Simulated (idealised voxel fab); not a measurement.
process module | voxel transistor to metal
cross-section cut | 215 nm wide | cells 5 nm
A cross-section is a grid of square cells, given in bands from the top down. A band is one or more rows of cells.
Each band's line starts with the height of the band's top and of its bottom, in nm. Then come its materials from left to right, each with its width in nm. One material with "throughout" fills the band from edge to edge. "air" is empty space.
Height 0 is the level under which the wafer as received is all one material. The lowest band goes on downwards, as in "0 down".
A width such as "30 to 40" changes by the same amount from each row of cells to the next, from the band's top row to its bottom row.
"no change" after a step means that no cell of the cross-section changed.
closed voids: empty space of 8 cells or more with no open way to the top, each as width x height at its distance from the left edge, in nm
after a step's settings: what the simulator itself notes on the step
overlay nm, on a step with a mask: how far to the right of its planned place the mask lay; to the left if negative
plan
1 op RECEIVE | material Si
2 op CONFORMAL_DEP | material SiO2 | thk nm 5
3 op CONFORMAL_DEP | material SiN | thk nm 15
4 op PATTERN | tone cover | mask id ACTIVE | material resist | width nm 95 | thk nm 20 | overlay nm 0
5 op DIRECTIONAL_ETCH | etch materials SiN | depth nm 15
6 op DIRECTIONAL_ETCH | etch materials SiO2 | depth nm 5
7 op DIRECTIONAL_ETCH | etch materials Si | depth nm 30
8 op STRIP | etch materials resist
9 op FILL_DEP | material SiO2 | thk nm 10
10 op CMP | height nm 20
11 op SELECTIVE_ETCH | etch materials SiO2 | depth nm 10
12 op STRIP | etch materials SiN
13 op SELECTIVE_ETCH | etch materials SiO2 | depth nm 5
14 op OXIDIZE | depth nm 5
15 op DIRECTIONAL_DEP | material polySi | thk nm 20
16 op DIRECTIONAL_DEP | material SiCN | thk nm 10
17 op DIRECTIONAL_DEP | material aC | thk nm 15
18 op PATTERN | tone cover | mask id GATE | material resist | width nm 25 | thk nm 35 | overlay nm 0
19 op DIRECTIONAL_ETCH | etch materials aC | depth nm 15
20 op STRIP | etch materials resist
21 op DIRECTIONAL_ETCH | etch materials SiCN | depth nm 20
22 op DIRECTIONAL_ETCH | etch materials polySi | depth nm 30
23 op STRIP | etch materials aC
24 op CONFORMAL_DEP | material SiN | thk nm 5
25 op DIRECTIONAL_ETCH | etch materials SiN | depth nm 5
26 op DIRECTIONAL_ETCH | etch materials SiO2 | depth nm 5
27 op EPI | material nSi | thk nm 5
28 op FILL_DEP | material SiO2 | thk nm 10
29 op CMP | height nm 30
30 op DIRECTIONAL_DEP | material SiO2 | thk nm 10
31 op MASKED_ETCH | tone open | mask id CONTACT | width nm 15 | pitch nm 70 | etch materials SiO2 | depth nm 40 | overlay nm 0
32 op CONFORMAL_DEP | material TiN | thk nm 5
33 op FILL_DEP | material Ru | thk nm 5
34 op CMP | height nm 40
35 op DIRECTIONAL_DEP | material TiN | thk nm 5
36 op DIRECTIONAL_DEP | material W | thk nm 20
37 op MASKED_ETCH | tone cover | mask id METAL_1 | width nm 15 | pitch nm 70 | etch materials W | depth nm 20 | overlay nm 0
38 op MASKED_ETCH | tone cover | mask id METAL_1 | width nm 15 | pitch nm 70 | etch materials TiN | depth nm 5 | overlay nm 0
39 op FILL_DEP | material SiO2 | thk nm 5
40 op CMP | height nm 65
41 op CONFORMAL_DEP | material SiN | thk nm 5
as received, after step 1
  0 down: Si throughout
  closed voids: none
first wafer at the end, as planned
  70 to 65: SiN throughout
  65 to 45: SiO2 65 | W 15 | SiO2 55 | W 15 | SiO2 65
  45 to 40: SiO2 65 | TiN 15 | SiO2 55 | TiN 15 | SiO2 65
  40 to 30: SiO2 65 | TiN 5 | Ru 5 | TiN 5 | SiO2 55 | TiN 5 | Ru 5 | TiN 5 | SiO2 65
  30 to 20: SiO2 65 | TiN 5 | Ru 5 | TiN 5 | SiO2 10 | SiN 5 | SiCN 25 | SiN 5 | SiO2 10 | TiN 5 | Ru 5 | TiN 5 | SiO2 65
  20 to 5: SiO2 65 | TiN 5 | Ru 5 | TiN 5 | SiO2 10 | SiN 5 | polySi 25 | SiN 5 | SiO2 10 | TiN 5 | Ru 5 | TiN 5 | SiO2 65
  5 to 0: SiO2 55 | SiN 5 | SiO2 5 | TiN 15 | SiO2 10 | SiN 5 | polySi 25 | SiN 5 | SiO2 10 | TiN 15 | SiO2 5 | SiN 5 | SiO2 55
  0 to -5: SiO2 60 | nSi 30 | SiO2 35 | nSi 30 | SiO2 60
  -5 to -30: SiO2 60 | Si 95 | SiO2 60
  -30 down: Si throughout
  closed voids: none
second wafer at the end: like start, like plan, one mistake
  70 to 65: SiN throughout
  65 to 45: SiO2 65 | W 15 | SiO2 55 | W 15 | SiO2 65
  45 to 40: SiO2 65 | TiN 15 | SiO2 55 | TiN 15 | SiO2 65
  40 to 30: SiO2 65 | TiN 5 | Ru 5 | TiN 5 | SiO2 55 | TiN 5 | Ru 5 | TiN 5 | SiO2 65
  30 to 20: SiO2 65 | TiN 5 | Ru 5 | TiN 5 | SiO2 10 | SiN 5 | SiCN 25 | SiN 5 | SiO2 10 | TiN 5 | Ru 5 | TiN 5 | SiO2 65
  20 to 5: SiO2 65 | TiN 5 | Ru 5 | TiN 5 | SiO2 10 | SiN 5 | polySi 25 | SiN 5 | SiO2 10 | TiN 5 | Ru 5 | TiN 5 | SiO2 65
  5 to 0: SiO2 60 | SiN 5 | TiN 15 | SiO2 10 | SiN 5 | polySi 25 | SiN 5 | SiO2 10 | TiN 15 | SiN 5 | SiO2 60
  0 to -5: SiO2 65 | nSi 25 | SiO2 35 | nSi 25 | SiO2 65
  -5 to -30: SiO2 65 | Si 85 | SiO2 65
  -30 down: Si throughout
  closed voids: none
what went wrong: step 4 ran as: op PATTERN | tone cover | mask id ACTIVE | material resist | width nm 85 | thk nm 20 | overlay nm 0
at the end the second wafer has, in cells: 10 fewer of Si | 12 more of SiO2 | 2 fewer of nSi
